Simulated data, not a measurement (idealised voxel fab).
Process module name: voxel double patterning
The width of the displayed cross-section, cut, is 290 nm; its cells are square, with a size of 5 nm.
Square cells in a grid make up a cross-section in this document, and the grid is given as bands, listed from the top down, each one or more rows of cells.
Read a band's entry like this: the first values are the height of its top and the height of its bottom in nm, and what follows is the sequence of materials from left to right, each with its width in nm. Note that "empty" is empty space, and that a single material marked "edge to edge" reaches across the band from edge to edge.
Heights are expressed relative to 0, this being the level below which the as-received wafer comprises one material exclusively. The lowest band is unbounded in the downward direction and is denoted as in "0 nm and below".
A two-number width, for instance "30..40", indicates that the width is equal to the first number in the top row of the band and to the second number in the bottom row, and that it changes by a constant amount per row of cells.
No cell of the cross-section changed in a step that is given as "remained the same".
"Trapped void list" specifies each empty space that is not open to the top and that occupies no fewer than 8 cells, using the form width x height at distance, the distance measured from the left edge and all three quantities in nm.
Text after the settings on a step's line: the simulator's own remark on that step.
overlay nm: how far to the right of its planned place the mask lay on this masked step (negative: to the left).
List of planned process steps
1) RECEIVE, material Si
2) CONFORMAL_DEP, material SiO2, thk nm 5
3) DIRECTIONAL_DEP, material TiN, thk nm 10
4) DIRECTIONAL_DEP, material SiCN, thk nm 5
5) MASKED_ETCH, tone open, mask id FIRST, width nm 15, pitch nm 50, etch materials SiCN, depth nm 5, overlay nm 0
6) MASKED_ETCH, tone open, mask id SECOND, width nm 15, pitch nm 50, etch materials SiCN, depth nm 5, overlay nm 0
7) DIRECTIONAL_ETCH, etch materials TiN, depth nm 10
8) STRIP, etch materials SiCN
So this is the incoming wafer in cross-section - it's already been through step 1
	0 nm and below = Si edge to edge
	Trapped void list: none
Wafer at module end, in section. Began as above, planned as above, run with one mistake
	15 nm to 5 nm = 110 of empty / 15 of TiN / 35 of empty / 15 of TiN / 115 of empty
	5 nm to 0 nm = SiO2 edge to edge
	0 nm and below = Si edge to edge
	Trapped void list: none
Processing error: step 6 went in with a setting other than planned; the actual run was MASKED_ETCH, tone cover, mask id SECOND, width nm 15, pitch nm 50, etch materials SiCN, depth nm 5, overlay nm 0
